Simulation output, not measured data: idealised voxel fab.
Title: Process Module voxel capacitor over wiring
For reference, the cross-section in this document is cut, with width 235 nm and square cells of 5 nm.
When this document writes out a cross-section, it uses a grid of square cells and lists it as bands, beginning at the top and moving down, with a band standing for one or more rows of cells.
Top, bottom (nm), then materials left to right with widths (nm); lone material tagged "everywhere" fills the whole band edge to edge; "air" = empty space.
Convention: height 0 is the level below which the wafer, as received, is all one material. The lowest band does not terminate at the bottom but continues downward, represented as "0..down".
With a width like "30 to 40", each row of cells in the band differs from the next by the same amount, the top row carrying the first number and the bottom row the second.
It should be understood that the words "no modification", when stated for a given step, signify that the cross-section underwent no change in any of its cells during that step.
If an empty space has no open way to the top and is at least 8 cells in size, "Enclosed internal cavities" lists it, written width x height at distance, where distance is measured from the left edge and every value is in nm.
If you see something after the settings on a step's line, that's the simulator's own remark about that step.
If you see "overlay nm" on a step's line and that step has a mask, it's telling you how far right of where it was planned the mask ended up; a negative number means it went left instead.
So here's the lineup of process steps we planned
| 1 | RECEIVE, material Si |
| 2 | CONFORMAL_DEP, material SiO2, thk nm 10 |
| 3 | DIRECTIONAL_DEP, material TiN, thk nm 5 |
| 4 | DIRECTIONAL_DEP, material Ru, thk nm 20 |
| 5 | MASKED_ETCH, tone cover, mask id METAL_1, width nm 25, pitch nm 75, etch materials Ru, depth nm 20, overlay nm 0 |
| 6 | MASKED_ETCH, tone cover, mask id METAL_1, width nm 25, pitch nm 75, etch materials TiN, depth nm 5, overlay nm 0 |
| 7 | FILL_DEP, material lowk, thk nm 5 |
| 8 | CMP, height nm 35 |
| 9 | CONFORMAL_DEP, material SiCN, thk nm 5 |
| 10 | DIRECTIONAL_DEP, material SiO2, thk nm 10 |
| 11 | PATTERN, tone open, mask id PLUG_1, material resist, width nm 15, thk nm 20, overlay nm 0 |
| 12 | DIRECTIONAL_ETCH, etch materials SiO2, depth nm 10 |
| 13 | DIRECTIONAL_ETCH, etch materials SiCN, depth nm 5 |
| 14 | STRIP, etch materials resist |
| 15 | CONFORMAL_DEP, material TiN, thk nm 5 |
| 16 | FILL_DEP, material Ru, thk nm 5 |
| 17 | CMP, height nm 50 |
| 18 | DIRECTIONAL_DEP, material TiN, thk nm 10 |
| 19 | DIRECTIONAL_DEP, material SiN, thk nm 5 |
| 20 | DIRECTIONAL_DEP, material TiN, thk nm 10 |
| 21 | MASKED_ETCH, tone cover, mask id UPPER_PLATE, width nm 55, etch materials TiN, depth nm 10, overlay nm 0 |
| 22 | MASKED_ETCH, tone cover, mask id UPPER_PLATE, width nm 55, etch materials SiN, depth nm 5, overlay nm 0 |
| 23 | PATTERN, tone cover, mask id LOWER_PLATE, material resist, width nm 65, thk nm 20, overlay nm 0 |
| 24 | DIRECTIONAL_ETCH, etch materials TiN, depth nm 10 |
| 25 | STRIP, etch materials resist |
| 26 | FILL_DEP, material SiO2, thk nm 15 |
| 27 | CMP, height nm 85 |
| 28 | PATTERN, tone open, mask id PLUG_2, material resist, width nm 15, thk nm 15, overlay nm 0 |
| 29 | DIRECTIONAL_ETCH, etch materials SiO2, depth nm 10 |
| 30 | STRIP, etch materials resist |
| 31 | CONFORMAL_DEP, material TiN, thk nm 5 |
| 32 | FILL_DEP, material Ru, thk nm 5 |
| 33 | CMP, height nm 85 |
| 34 | CONFORMAL_DEP, material SiN, thk nm 5 |
Incoming wafer, cross-sectional view, post step 1
    0..down  Si everywhere
    Enclosed internal cavities: none
A wafer at the end: this start, this plan, one mistake
    90..85  SiN everywhere
    85..80  SiO2: 85, then TiN: 5, then Ru: 5, then TiN: 5, then SiO2: 135
    80..75  SiO2: 85, then TiN: 15, then SiO2: 135
    75..65  SiO2: 75, then TiN: 55, then SiO2: 105
    65..60  SiO2: 75, then SiN: 55, then SiO2: 105
    60..50  SiO2: 70, then TiN: 65, then SiO2: 100
    50..40  SiO2: 75, then TiN: 5, then Ru: 5, then TiN: 5, then SiO2: 145
    40..35  SiCN: 75, then TiN: 15, then SiCN: 145
    35..15  lowk: 65, then Ru: 25, then lowk: 50, then Ru: 25, then lowk: 70
    15..10  lowk: 65, then TiN: 25, then lowk: 50, then TiN: 25, then lowk: 70
    10..0  TiN everywhere
    0..down  Si everywhere
    Enclosed internal cavities: none
Heads up, the wafer didn't run the way we planned it: planned and actual differ for step 2; actual: CONFORMAL_DEP, material TiN, thk nm 10
